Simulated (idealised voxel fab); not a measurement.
Documented hereafter: the process module known as voxel transistor to metal.
Shown is cross-section cut, with a width of 185 nm and square cells of size 5 nm.
Just so we're on the same page, the cross-sections are grids of square cells, and they're listed out in bands top to bottom, each band one or more rows deep.
Look at the band entry: it leads with the top's height and the bottom's height in nm. Then it lists the materials left to right, with a width in nm for each. The word "everywhere" on a single material says that material fills the band edge to edge. The word "empty" is empty space.
Counting heights begins at 0, where everything beneath is, in the wafer as received, one material. The lowest band has no bottom; it goes on downwards, as "0 and below" shows.
With a width like "30..40", each row of cells in the band differs from the next by the same amount, the top row carrying the first number and the bottom row the second.
Reading "same as before" for a step: not a cell of the cross-section changed in it.
"Unvented voids" - sealed voids, min. 8 cells, no opening to top; format: width x height at distance (distance from left edge; nm throughout).
Text after the settings on a step's line: the simulator's own remark on that step.
overlay nm: step with mask; distance mask lay right of planned place; negative value = left of planned place.
Below you will find pairs of cross-sections. In each, one shows the wafer before one process step and the other after it, with the after view ending at the lowest band that changed. Under each pair is the step separating them, along with its settings. Do not assume the pairs form a chain: they can come from different runs of this module on the same starting wafer, and a pair continues from the pair above it only when its "Pre-processing view" entry says so.

# Pre-processing view
> 60 down to 40 = lowk=45; empty=15; lowk=65; empty=15; lowk=45
> 40 down to 35 = SiN everywhere
> 35 down to 20 = SiO2=45; TiN=5; Ru=5; TiN=5; SiO2=65; TiN=5; Ru=5; TiN=5; SiO2=45
> 20 down to 5 = SiO2=45; TiN=5; Ru=5; TiN=5; SiO2=5; SiN=10; HfO2=5; TiN=5; W=15; TiN=5; HfO2=5; SiN=10; SiO2=5; TiN=5; Ru=5; TiN=5; SiO2=45
> 5 down to 0 = SiO2=45; TiN=15; SiO2=5; SiN=10; HfO2=5; TiN=25; HfO2=5; SiN=10; SiO2=5; TiN=15; SiO2=45
> 0 down to -5 = SiO2=35; pSi=30; SiO2=10; HfO2=35; SiO2=10; pSi=30; SiO2=35
> -5 down to -40 = SiO2=40; Si=105; SiO2=40
> -40 and below = Si everywhere
> Unvented voids: none

# Resulting Cross-Section
> 60 down to 40 = lowk=45; empty=15; lowk=65; empty=15; lowk=45
> 40 down to 35 = SiN=45; empty=10; SiN=70; empty=10; SiN=50
> Unchanged below 35.
> Unvented voids: none
Before/after cross-sections above; step in between: MASKED_ETCH [tone open] [mask id METAL_1] [width nm 15] [pitch nm 80] [etch materials SiN] [depth nm 5] [overlay nm -5]

Pre-processing view: as shown after the step in the preceding pair, directly above.

# Resulting Cross-Section
> 65 down to 60 = TiN=50; empty=5; TiN=75; empty=5; TiN=50
> 60 down to 45 = lowk=45; TiN=5; empty=5; TiN=5; lowk=65; TiN=5; empty=5; TiN=5; lowk=45
> 45 down to 40 = lowk=45; TiN=15; lowk=65; TiN=15; lowk=45
> 40 down to 35 = SiN=45; TiN=10; SiN=70; TiN=10; SiN=50
> Unchanged below 35.
> Unvented voids: none
Before/after cross-sections above; step in between: CONFORMAL_DEP [material TiN] [thk nm 5]

Pre-processing view: as shown after the step in the preceding pair, directly above.

# Resulting Cross-Section
> 75 down to 65 = Cu everywhere
> 65 down to 60 = TiN=50; Cu=5; TiN=75; Cu=5; TiN=50
> 60 down to 45 = lowk=45; TiN=5; Cu=5; TiN=5; lowk=65; TiN=5; Cu=5; TiN=5; lowk=45
> Unchanged below 45.
> Unvented voids: none
Before/after cross-sections above; step in between: FILL_DEP [material Cu] [thk nm 10]

Pre-processing view: as shown after the step in the preceding pair, directly above.

# Resulting Cross-Section
> 60 down to 45 = lowk=45; TiN=5; Cu=5; TiN=5; lowk=65; TiN=5; Cu=5; TiN=5; lowk=45
> Unchanged below 45.
> Unvented voids: none
Before/after cross-sections above; step in between: CMP [height nm 60]

Pre-processing view: as shown after the step in the preceding pair, directly above.

# Resulting Cross-Section
> 65 down to 60 = SiN everywhere
> Unchanged below 60.
> Unvented voids: none
Before/after cross-sections above; step in between: CONFORMAL_DEP [material SiN] [thk nm 5]

# Pre-processing view
> 65 down to 60 = TiN=50; empty=5; TiN=75; empty=5; TiN=50
> 60 down to 40 = lowk=45; TiN=5; empty=5; TiN=5; lowk=65; TiN=5; empty=5; TiN=5; lowk=45
> 40 down to 35 = SiN=45; TiN=15; SiN=65; TiN=15; SiN=45
> 35 down to 20 = SiO2=45; TiN=5; Ru=5; TiN=5; SiO2=65; TiN=5; Ru=5; TiN=5; SiO2=45
> 20 down to 5 = SiO2=45; TiN=5; Ru=5; TiN=5; SiO2=5; SiN=10; HfO2=5; TiN=5; W=15; TiN=5; HfO2=5; SiN=10; SiO2=5; TiN=5; Ru=5; TiN=5; SiO2=45
> 5 down to 0 = SiO2=45; TiN=15; SiO2=5; SiN=10; HfO2=5; TiN=25; HfO2=5; SiN=10; SiO2=5; TiN=15; SiO2=45
> 0 down to -5 = SiO2=35; pSi=30; SiO2=10; HfO2=35; SiO2=10; pSi=30; SiO2=35
> -5 down to -40 = SiO2=40; Si=105; SiO2=40
> -40 and below = Si everywhere
> Unvented voids: none

# Resulting Cross-Section
> 75 down to 65 = polySi everywhere
> 65 down to 60 = TiN=50; polySi=5; TiN=75; polySi=5; TiN=50
> 60 down to 40 = lowk=45; TiN=5; polySi=5; TiN=5; lowk=65; TiN=5; polySi=5; TiN=5; lowk=45
> Unchanged below 40.
> Unvented voids: none
Before/after cross-sections above; step in between: FILL_DEP [material polySi] [thk nm 10]

Pre-processing view: as shown after the step in the preceding pair, directly above.

# Resulting Cross-Section
> 60 down to 40 = lowk=45; TiN=5; polySi=5; TiN=5; lowk=65; TiN=5; polySi=5; TiN=5; lowk=45
> Unchanged below 40.
> Unvented voids: none
Before/after cross-sections above; step in between: CMP [height nm 60]

Pre-processing view: as shown after the step in the preceding pair, directly above.

# Resulting Cross-Section
> 65 down to 60 = SiN everywhere
> Unchanged below 60.
> Unvented voids: none
Before/after cross-sections above; step in between: CONFORMAL_DEP [material SiN] [thk nm 5]

# Pre-processing view
> 15 down to 5 = SiN everywhere
> 5 down to 0 = SiO2 everywhere
> 0 and below = Si everywhere
> Unvented voids: none

# Resulting Cross-Section
> 35 down to 15 = resist=35; empty=115; resist=35
> Unchanged below 15.
> Unvented voids: none
Before/after cross-sections above; step in between: PATTERN [tone open] [mask id ACTIVE] [material resist] [width nm 115] [thk nm 20] [overlay nm 0]

Pre-processing view: as shown after the step in the preceding pair, directly above.

# Resulting Cross-Section
> 35 down to 15 = resist=35; empty=115; resist=35
> 15 down to 5 = SiN=35; empty=115; SiN=35
> Unchanged below 5.
> Unvented voids: none
Before/after cross-sections above; step in between: DIRECTIONAL_ETCH [etch materials SiN] [depth nm 10]

Pre-processing view: as shown after the step in the preceding pair, directly above.

# Resulting Cross-Section
> 35 down to 15 = resist=35; empty=115; resist=35
> 15 down to 5 = SiN=35; empty=115; SiN=35
> 5 down to 0 = SiO2=35; empty=115; SiO2=35
> Unchanged below 0.
> Unvented voids: none
Before/after cross-sections above; step in between: DIRECTIONAL_ETCH [etch materials SiO2] [depth nm 5]

Pre-processing view: as shown after the step in the preceding pair, directly above.

# Resulting Cross-Section
> 35 down to 15 = resist=35; empty=115; resist=35
> 15 down to 5 = SiN=35; empty=115; SiN=35
> 5 down to 0 = SiO2=35; empty=115; SiO2=35
> 0 down to -35 = Si=35; empty=115; Si=35
> Unchanged below -35.
> Unvented voids: none
Before/after cross-sections above; step in between: DIRECTIONAL_ETCH [etch materials Si] [depth nm 35]

Pre-processing view: as shown after the step in the preceding pair, directly above.

# Resulting Cross-Section
> 15 down to 5 = SiN=35; empty=115; SiN=35
> Unchanged below 5.
> Unvented voids: none
Before/after cross-sections above; step in between: STRIP [etch materials resist]

Pre-processing view: as shown after the step in the preceding pair, directly above.

# Resulting Cross-Section
> 15 down to 5 = SiN=35; empty=115; SiN=35
> 5 down to 0 = SiO2=35; empty=115; SiO2=35
> 0 down to -35 = Si=30; SiO2=5; empty=115; SiO2=5; Si=30
> -35 down to -40 = Si=30; SiO2=125; Si=30
> Unchanged below -40.
> Unvented voids: none
Before/after cross-sections above; step in between: OXIDIZE [depth nm 5]

Pre-processing view: as shown after the step in the preceding pair, directly above.

# Resulting Cross-Section
> 20 down to 15 = SiO2 everywhere
> 15 down to 5 = SiN=35; SiO2=115; SiN=35
> 5 down to 0 = SiO2 everywhere
> 0 down to -40 = Si=30; SiO2=125; Si=30
> Unchanged below -40.
> Unvented voids: none
Before/after cross-sections above; step in between: FILL_DEP [material SiO2] [thk nm 5]

Pre-processing view: as shown after the step in the preceding pair, directly above.

# Resulting Cross-Section
> 15 down to 5 = SiN=35; SiO2=115; SiN=35
> Unchanged below 5.
> Unvented voids: none
Before/after cross-sections above; step in between: CMP [height nm 15]

Pre-processing view: as shown after the step in the preceding pair, directly above.

# Resulting Cross-Section
> 15 down to 5 = SiN=35; empty=115; SiN=35
> Unchanged below 5.
> Unvented voids: none
Before/after cross-sections above; step in between: SELECTIVE_ETCH [etch materials SiO2] [depth nm 10]

Pre-processing view: as shown after the step in the preceding pair, directly above.

# Resulting Cross-Section
> 5 down to 0 = SiO2 everywhere
> Unchanged below 0.
> Unvented voids: none
Before/after cross-sections above; step in between: STRIP [etch materials SiN]

Pre-processing view: as shown after the step in the preceding pair, directly above.

# Resulting Cross-Section
> 0 down to -40 = Si=30; SiO2=125; Si=30
> Unchanged below -40.
> Unvented voids: none
Before/after cross-sections above; step in between: SELECTIVE_ETCH [etch materials SiO2] [depth nm 5]

Pre-processing view: as shown after the step in the preceding pair, directly above.

# Resulting Cross-Section
> 0 down to -5 = SiO2 everywhere
> Unchanged below -5.
> Unvented voids: none
Before/after cross-sections above; step in between: OXIDIZE [depth nm 5]

Pre-processing view: as shown after the step in the preceding pair, directly above.

# Resulting Cross-Section
> 25 down to 0 = polySi everywhere
> Unchanged below 0.
> Unvented voids: none
Before/after cross-sections above; step in between: DIRECTIONAL_DEP [material polySi] [thk nm 25]

Pre-processing view: as shown after the step in the preceding pair, directly above.

# Resulting Cross-Section
> 40 down to 25 = SiCN everywhere
> Unchanged below 25.
> Unvented voids: none
Before/after cross-sections above; step in between: DIRECTIONAL_DEP [material SiCN] [thk nm 15]

Pre-processing view: as shown after the step in the preceding pair, directly above.

# Resulting Cross-Section
> 40 down to 25 = empty=80; SiCN=25; empty=80
> Unchanged below 25.
> Unvented voids: none
Before/after cross-sections above; step in between: MASKED_ETCH [tone cover] [mask id GATE] [width nm 25] [etch materials SiCN] [depth nm 25] [overlay nm 0]

Pre-processing view: as shown after the step in the preceding pair, directly above.

# Resulting Cross-Section
> 40 down to 25 = empty=80; SiCN=25; empty=80
> 25 down to 0 = empty=80; polySi=25; empty=80
> Unchanged below 0.
> Unvented voids: none
Before/after cross-sections above; step in between: MASKED_ETCH [tone cover] [mask id GATE] [width nm 25] [etch materials polySi] [depth nm 35] [overlay nm 0]

Pre-processing view: as shown after the step in the preceding pair, directly above.

# Resulting Cross-Section
> 45 down to 40 = empty=75; SiO2=35; empty=75
> 40 down to 25 = empty=75; SiO2=5; SiCN=25; SiO2=5; empty=75
> 25 down to 5 = empty=75; SiO2=5; polySi=25; SiO2=5; empty=75
> 5 down to 0 = SiO2=80; polySi=25; SiO2=80
> Unchanged below 0.
> Unvented voids: none
Before/after cross-sections above; step in between: CONFORMAL_DEP [material SiO2] [thk nm 5]

Pre-processing view: as shown after the step in the preceding pair, directly above.

# Resulting Cross-Section
> 40 down to 25 = empty=75; SiO2=5; SiCN=25; SiO2=5; empty=75
> 25 down to 0 = empty=75; SiO2=5; polySi=25; SiO2=5; empty=75
> Unchanged below 0.
> Unvented voids: none
Before/after cross-sections above; step in between: DIRECTIONAL_ETCH [etch materials SiO2] [depth nm 5]

Pre-processing view: as shown after the step in the preceding pair, directly above.

# Resulting Cross-Section
> 50 down to 40 = empty=65; SiN=55; empty=65
> 40 down to 25 = empty=65; SiN=10; SiO2=5; SiCN=25; SiO2=5; SiN=10; empty=65
> 25 down to 10 = empty=65; SiN=10; SiO2=5; polySi=25; SiO2=5; SiN=10; empty=65
> 10 down to 0 = SiN=75; SiO2=5; polySi=25; SiO2=5; SiN=75
> Unchanged below 0.
> Unvented voids: none
Before/after cross-sections above; step in between: CONFORMAL_DEP [material SiN] [thk nm 10]

Pre-processing view: as shown after the step in the preceding pair, directly above.

# Resulting Cross-Section
> 40 down to 25 = empty=65; SiN=10; SiO2=5; SiCN=25; SiO2=5; SiN=10; empty=65
> 25 down to 0 = empty=65; SiN=10; SiO2=5; polySi=25; SiO2=5; SiN=10; empty=65
> Unchanged below 0.
> Unvented voids: none
Before/after cross-sections above; step in between: DIRECTIONAL_ETCH [etch materials SiN] [depth nm 10]

Pre-processing view: as shown after the step in the preceding pair, directly above.

# Resulting Cross-Section
> 40 down to 35 = empty=65; SiN=10; empty=5; SiCN=25; empty=5; SiN=10; empty=65
> 35 down to 25 = empty=65; SiN=10; SiO2=5; SiCN=25; SiO2=5; SiN=10; empty=65
> 25 down to 0 = empty=65; SiN=10; SiO2=5; polySi=25; SiO2=5; SiN=10; empty=65
> 0 down to -5 = empty=65; SiO2=55; empty=65
> Unchanged below -5.
> Unvented voids: none
Before/after cross-sections above; step in between: DIRECTIONAL_ETCH [etch materials SiO2] [depth nm 5]

Pre-processing view: as shown after the step in the preceding pair, directly above.

# Resulting Cross-Section
> 40 down to 35 = empty=65; SiN=10; empty=5; SiCN=25; empty=5; SiN=10; empty=65
> 35 down to 25 = empty=65; SiN=10; SiO2=5; SiCN=25; SiO2=5; SiN=10; empty=65
> 25 down to 0 = empty=65; SiN=10; SiO2=5; polySi=25; SiO2=5; SiN=10; empty=65
> 0 down to -5 = pSi=35; empty=30; SiO2=55; empty=30; pSi=35
> Unchanged below -5.
> Unvented voids: none
Before/after cross-sections above; step in between: EPI [material pSi] [thk nm 5]

Pre-processing view: as shown after the step in the preceding pair, directly above.

# Resulting Cross-Section
> 50 down to 40 = SiO2 everywhere
> 40 down to 25 = SiO2=65; SiN=10; SiO2=5; SiCN=25; SiO2=5; SiN=10; SiO2=65
> 25 down to 0 = SiO2=65; SiN=10; SiO2=5; polySi=25; SiO2=5; SiN=10; SiO2=65
> 0 down to -5 = pSi=35; SiO2=115; pSi=35
> Unchanged below -5.
> Unvented voids: none
Before/after cross-sections above; step in between: FILL_DEP [material SiO2] [thk nm 10]

Pre-processing view: as shown after the step in the preceding pair, directly above.

# Resulting Cross-Section
> 25 down to 0 = SiO2=65; SiN=10; SiO2=5; polySi=25; SiO2=5; SiN=10; SiO2=65
> Unchanged below 0.
> Unvented voids: none
Before/after cross-sections above; step in between: CMP [height nm 25]

Pre-processing view: as shown after the step in the preceding pair, directly above.

# Resulting Cross-Section
> 25 down to 0 = SiO2=65; SiN=10; SiO2=5; empty=25; SiO2=5; SiN=10; SiO2=65
> Unchanged below 0.
> Unvented voids: none
Before/after cross-sections above; step in between: STRIP [etch materials polySi]

Pre-processing view: as shown after the step in the preceding pair, directly above.

# Resulting Cross-Section
> 25 down to 20 = empty=65; SiN=10; empty=35; SiN=10; empty=65
> 20 down to 0 = SiO2=65; SiN=10; empty=35; SiN=10; SiO2=65
> 0 down to -5 = pSi=35; SiO2=40; empty=35; SiO2=40; pSi=35
> Unchanged below -5.
> Unvented voids: none
Before/after cross-sections above; step in between: SELECTIVE_ETCH [etch materials SiO2] [depth nm 5]

Pre-processing view: as shown after the step in the preceding pair, directly above.

# Resulting Cross-Section
> 30 down to 25 = empty=60; HfO2=20; empty=25; HfO2=20; empty=60
> 25 down to 20 = HfO2=65; SiN=10; HfO2=5; empty=25; HfO2=5; SiN=10; HfO2=65
> 20 down to 0 = SiO2=65; SiN=10; HfO2=5; empty=25; HfO2=5; SiN=10; SiO2=65
> 0 down to -5 = pSi=35; SiO2=40; HfO2=35; SiO2=40; pSi=35
> Unchanged below -5.
> Unvented voids: none
Before/after cross-sections above; step in between: CONFORMAL_DEP [material HfO2] [thk nm 5]

Pre-processing view: as shown after the step in the preceding pair, directly above.

# Resulting Cross-Section
> 35 down to 30 = empty=55; TiN=30; empty=15; TiN=30; empty=55
> 30 down to 25 = TiN=60; HfO2=20; TiN=5; empty=15; TiN=5; HfO2=20; TiN=60
> 25 down to 20 = HfO2=65; SiN=10; HfO2=5; TiN=5; empty=15; TiN=5; HfO2=5; SiN=10; HfO2=65
> 20 down to 5 = SiO2=65; SiN=10; HfO2=5; TiN=5; empty=15; TiN=5; HfO2=5; SiN=10; SiO2=65
> 5 down to 0 = SiO2=65; SiN=10; HfO2=5; TiN=25; HfO2=5; SiN=10; SiO2=65
> Unchanged below 0.
> Unvented voids: none
Before/after cross-sections above; step in between: CONFORMAL_DEP [material TiN] [thk nm 5]

Pre-processing view: as shown after the step in the preceding pair, directly above.

# Resulting Cross-Section
> 45 down to 35 = W everywhere
> 35 down to 30 = W=55; TiN=30; W=15; TiN=30; W=55
> 30 down to 25 = TiN=60; HfO2=20; TiN=5; W=15; TiN=5; HfO2=20; TiN=60
> 25 down to 20 = HfO2=65; SiN=10; HfO2=5; TiN=5; W=15; TiN=5; HfO2=5; SiN=10; HfO2=65
> 20 down to 5 = SiO2=65; SiN=10; HfO2=5; TiN=5; W=15; TiN=5; HfO2=5; SiN=10; SiO2=65
> Unchanged below 5.
> Unvented voids: none
Before/after cross-sections above; step in between: FILL_DEP [material W] [thk nm 10]

Pre-processing view: as shown after the step in the preceding pair, directly above.

# Resulting Cross-Section
> 20 down to 5 = SiO2=65; SiN=10; HfO2=5; TiN=5; W=15; TiN=5; HfO2=5; SiN=10; SiO2=65
> Unchanged below 5.
> Unvented voids: none
Before/after cross-sections above; step in between: CMP [height nm 20]

Pre-processing view: as shown after the step in the preceding pair, directly above.

# Resulting Cross-Section
> 35 down to 20 = SiO2 everywhere
> Unchanged below 20.
> Unvented voids: none
Before/after cross-sections above; step in between: DIRECTIONAL_DEP [material SiO2] [thk nm 15]

Pre-processing view: as shown after the step in the preceding pair, directly above.

# Resulting Cross-Section
> 55 down to 35 = resist=45; empty=15; resist=65; empty=15; resist=45
> Unchanged below 35.
> Unvented voids: none
Before/after cross-sections above; step in between: PATTERN [tone open] [mask id CONTACT] [material resist] [width nm 15] [pitch nm 80] [thk nm 20] [overlay nm 0]

Pre-processing view: as shown after the step in the preceding pair, directly above.

# Resulting Cross-Section
> 55 down to 35 = resist=45; empty=15; resist=65; empty=15; resist=45
> 35 down to 20 = SiO2=45; empty=15; SiO2=65; empty=15; SiO2=45
> 20 down to 5 = SiO2=45; empty=15; SiO2=5; SiN=10; HfO2=5; TiN=5; W=15; TiN=5; HfO2=5; SiN=10; SiO2=5; empty=15; SiO2=45
> 5 down to 0 = SiO2=45; empty=15; SiO2=5; SiN=10; HfO2=5; TiN=25; HfO2=5; SiN=10; SiO2=5; empty=15; SiO2=45
> Unchanged below 0.
> Unvented voids: none
Before/after cross-sections above; step in between: DIRECTIONAL_ETCH [etch materials SiO2] [depth nm 35]

Pre-processing view: as shown after the step in the preceding pair, directly above.

# Resulting Cross-Section
> 35 down to 20 = SiO2=45; empty=15; SiO2=65; empty=15; SiO2=45
> Unchanged below 20.
> Unvented voids: none
Before/after cross-sections above; step in between: STRIP [etch materials resist]

Pre-processing view: as shown after the step in the preceding pair, directly above.

# Resulting Cross-Section
> 40 down to 35 = TiN=50; empty=5; TiN=75; empty=5; TiN=50
> 35 down to 20 = SiO2=45; TiN=5; empty=5; TiN=5; SiO2=65; TiN=5; empty=5; TiN=5; SiO2=45
> 20 down to 5 = SiO2=45; TiN=5; empty=5; TiN=5; SiO2=5; SiN=10; HfO2=5; TiN=5; W=15; TiN=5; HfO2=5; SiN=10; SiO2=5; TiN=5; empty=5; TiN=5; SiO2=45
> 5 down to 0 = SiO2=45; TiN=15; SiO2=5; SiN=10; HfO2=5; TiN=25; HfO2=5; SiN=10; SiO2=5; TiN=15; SiO2=45
> Unchanged below 0.
> Unvented voids: none
Before/after cross-sections above; step in between: CONFORMAL_DEP [material TiN] [thk nm 5]

Pre-processing view: as shown after the step in the preceding pair, directly above.

# Resulting Cross-Section
> 45 down to 40 = Ru everywhere
> 40 down to 35 = TiN=50; Ru=5; TiN=75; Ru=5; TiN=50
> 35 down to 20 = SiO2=45; TiN=5; Ru=5; TiN=5; SiO2=65; TiN=5; Ru=5; TiN=5; SiO2=45
> 20 down to 5 = SiO2=45; TiN=5; Ru=5; TiN=5; SiO2=5; SiN=10; HfO2=5; TiN=5; W=15; TiN=5; HfO2=5; SiN=10; SiO2=5; TiN=5; Ru=5; TiN=5; SiO2=45
> Unchanged below 5.
> Unvented voids: none
Before/after cross-sections above; step in between: FILL_DEP [material Ru] [thk nm 5]

Pre-processing view: as shown after the step in the preceding pair, directly above.

# Resulting Cross-Section
> 35 down to 20 = SiO2=45; TiN=5; Ru=5; TiN=5; SiO2=65; TiN=5; Ru=5; TiN=5; SiO2=45
> Unchanged below 20.
> Unvented voids: none
Before/after cross-sections above; step in between: CMP [height nm 35]

Pre-processing view: as shown after the step in the preceding pair, directly above.

# Resulting Cross-Section
> 40 down to 35 = SiN everywhere
> Unchanged below 35.
> Unvented voids: none
Before/after cross-sections above; step in between: CONFORMAL_DEP [material SiN] [thk nm 5]

Pre-processing view: as shown after the step in the preceding pair, directly above.

# Resulting Cross-Section
> 60 down to 40 = lowk everywhere
> Unchanged below 40.
> Unvented voids: none
Before/after cross-sections above; step in between: DIRECTIONAL_DEP [material lowk] [thk nm 20]

Pre-processing view: as shown after the step in the preceding pair, directly above.

# Resulting Cross-Section
> 60 down to 40 = lowk=45; empty=15; lowk=65; empty=15; lowk=45
> Unchanged below 40.
> Unvented voids: none
Before/after cross-sections above; step in between: MASKED_ETCH [tone open] [mask id METAL_1] [width nm 15] [pitch nm 80] [etch materials lowk] [depth nm 20] [overlay nm 0]

Pre-processing view: as shown after the step in the preceding pair, directly above.

# Resulting Cross-Section
> 60 down to 40 = lowk=45; empty=15; lowk=65; empty=15; lowk=45
> 40 down to 35 = SiN=45; empty=15; SiN=65; empty=15; SiN=45
> Unchanged below 35.
> Unvented voids: none
Before/after cross-sections above; step in between: MASKED_ETCH [tone open] [mask id METAL_1] [width nm 15] [pitch nm 80] [etch materials SiN] [depth nm 5] [overlay nm 0]

Pre-processing view: as shown after the step in the preceding pair, directly above.

# Resulting Cross-Section
> 65 down to 60 = TiN=50; empty=5; TiN=75; empty=5; TiN=50
> 60 down to 40 = lowk=45; TiN=5; empty=5; TiN=5; lowk=65; TiN=5; empty=5; TiN=5; lowk=45
> 40 down to 35 = SiN=45; TiN=15; SiN=65; TiN=15; SiN=45
> Unchanged below 35.
> Unvented voids: none
Before/after cross-sections above; step in between: CONFORMAL_DEP [material TiN] [thk nm 5]

Pre-processing view: as shown after the step in the preceding pair, directly above.

# Resulting Cross-Section
> 75 down to 65 = Cu everywhere
> 65 down to 60 = TiN=50; Cu=5; TiN=75; Cu=5; TiN=50
> 60 down to 40 = lowk=45; TiN=5; Cu=5; TiN=5; lowk=65; TiN=5; Cu=5; TiN=5; lowk=45
> Unchanged below 40.
> Unvented voids: none
Before/after cross-sections above; step in between: FILL_DEP [material Cu] [thk nm 10]

Pre-processing view: as shown after the step in the preceding pair, directly above.

# Resulting Cross-Section
> 60 down to 40 = lowk=45; TiN=5; Cu=5; TiN=5; lowk=65; TiN=5; Cu=5; TiN=5; lowk=45
> Unchanged below 40.
> Unvented voids: none
Before/after cross-sections above; step in between: CMP [height nm 60]

Pre-processing view: as shown after the step in the preceding pair, directly above.

# Resulting Cross-Section
> 65 down to 60 = SiN everywhere
> Unchanged below 60.
> Unvented voids: none
Before/after cross-sections above; step in between: CONFORMAL_DEP [material SiN] [thk nm 5]
